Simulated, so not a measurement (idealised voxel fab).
The following process module bears the name voxel fin reveal.
The cross-section on display is named cut; it measures 185 nm wide, and its cells are 5 nm squares.
Heads up, the way a cross-section reads in here is a grid of square cells, handed over as bands from the top down, with every band being one or more rows of cells.
For a band, the entry starts with two heights in nm, that of the top and then that of the bottom, and carries on with the band's materials in order from left to right, each alongside its width in nm; the word "throughout" beside a single material means it fills the band edge to edge, and "blank" means empty space.
Note: height 0 marks the level under which the wafer is uniformly one material as received. Lowest band unbounded below, written "z 0 and below".
The expression "30->40" gives the width at the extremes of the band, the first number at its top row of cells and the second at its bottom row, with the width changing by equal amounts from each row to the next in between.
Basically "everything unchanged" means that step didn't change any cell in the cross-section.
In the "Internal closed voids" entry, you get each enclosed empty space of 8 cells or more, one with no open way to the top, written width x height at distance, distance from the left edge, in nm.
Anything after a step's settings on that line? It's the simulator's own note about the step.
"overlay nm" on a masked step: distance the mask lay right of its planned place, negative for left.
Plan:
- 1: RECEIVE [material Si]
- 2: CONFORMAL_DEP [material SiN] [thk nm 10]
- 3: PATTERN [tone cover] [mask id FINS] [material resist] [width nm 15] [pitch nm 40] [thk nm 20] [overlay nm 0]
- 4: DIRECTIONAL_ETCH [etch materials SiN] [depth nm 10]
- 5: DIRECTIONAL_ETCH [etch materials Si] [depth nm 35]
- 6: STRIP [etch materials resist]
- 7: OXIDIZE [depth nm 5]
- 8: FILL_DEP [material SiO2] [thk nm 10]
- 9: CMP [height nm 10]
- 10: SELECTIVE_ETCH [etch materials SiO2] [depth nm 30]
- 11: STRIP [etch materials SiN]
- 12: CONFORMAL_DEP [material HfO2] [thk nm 5]
So, the first of our two wafers, run just as we planned it:
Wafer as received: cross-section following step 1:
  z 0 and below  Si throughout
  Internal closed voids: none
After step 2, in cross-section:
  z 10 to 0  SiN throughout
  All layers under 0 are left as they were.
After step 3, in cross-section:
  z 30 to 10  blank=65, resist=15, blank=25, resist=15, blank=65
  All layers under 10 are left as they were.
After step 4, in cross-section:
  z 30 to 10  blank=65, resist=15, blank=25, resist=15, blank=65
  z 10 to 0  blank=65, SiN=15, blank=25, SiN=15, blank=65
  All layers under 0 are left as they were.
After step 5, in cross-section:
  z 30 to 10  blank=65, resist=15, blank=25, resist=15, blank=65
  z 10 to 0  blank=65, SiN=15, blank=25, SiN=15, blank=65
  z 0 to -35  blank=65, Si=15, blank=25, Si=15, blank=65
  All layers under -35 are left as they were.
After step 6, in cross-section:
  z 10 to 0  blank=65, SiN=15, blank=25, SiN=15, blank=65
  All layers under 0 are left as they were.
After step 7, in cross-section:
  z 10 to 0  blank=65, SiN=15, blank=25, SiN=15, blank=65
  z 0 to -35  blank=65, SiO2=5, Si=5, SiO2=5, blank=25, SiO2=5, Si=5, SiO2=5, blank=65
  z -35 to -40  SiO2=70, Si=5, SiO2=35, Si=5, SiO2=70
  All layers under -40 are left as they were.
After step 8, in cross-section:
  z 20 to 10  SiO2 throughout
  z 10 to 0  SiO2=65, SiN=15, SiO2=25, SiN=15, SiO2=65
  z 0 to -40  SiO2=70, Si=5, SiO2=35, Si=5, SiO2=70
  All layers under -40 are left as they were.
After step 9, in cross-section:
  z 10 to 0  SiO2=65, SiN=15, SiO2=25, SiN=15, SiO2=65
  All layers under 0 are left as they were.
After step 10, in cross-section:
  z 10 to 0  blank=65, SiN=15, blank=25, SiN=15, blank=65
  z 0 to -20  blank=70, Si=5, blank=35, Si=5, blank=70
  All layers under -20 are left as they were.
After step 11, in cross-section:
  z 0 to -20  blank=70, Si=5, blank=35, Si=5, blank=70
  All layers under -20 are left as they were.
After step 12, in cross-section:
  z 5 to 0  blank=65, HfO2=15, blank=25, HfO2=15, blank=65
  z 0 to -15  blank=65, HfO2=5, Si=5, HfO2=5, blank=25, HfO2=5, Si=5, HfO2=5, blank=65
  z -15 to -20  HfO2=70, Si=5, HfO2=35, Si=5, HfO2=70
  All layers under -20 are left as they were.
Second wafer - shared start and plan with the first - one error in running - same as the first up to step 9 inclusive:
At the planned end of step 10, the second wafer in cross-section:
  z 10 to 0  blank=65, SiN=15, blank=25, SiN=15, blank=65
  z 0 to -40  blank=70, Si=5, blank=35, Si=5, blank=70
  All layers under -40 are left as they were.
At the planned end of step 11, the second wafer in cross-section:
  z 0 to -40  blank=70, Si=5, blank=35, Si=5, blank=70
  All layers under -40 are left as they were.
At the planned end of step 12, the second wafer in cross-section:
  z 5 to 0  blank=65, HfO2=15, blank=25, HfO2=15, blank=65
  z 0 to -35  blank=65, HfO2=5, Si=5, HfO2=5, blank=25, HfO2=5, Si=5, HfO2=5, blank=65
  z -35 to -40  HfO2=70, Si=5, HfO2=35, Si=5, HfO2=70
  All layers under -40 are left as they were.
Against the plan, the run slipped here: plan step 10 was twice executed
Once processing is complete, comparing cell counts shows that the second wafer has more or fewer of certain materials than the first: HfO2: 16 more, SiO2: 140 fewer
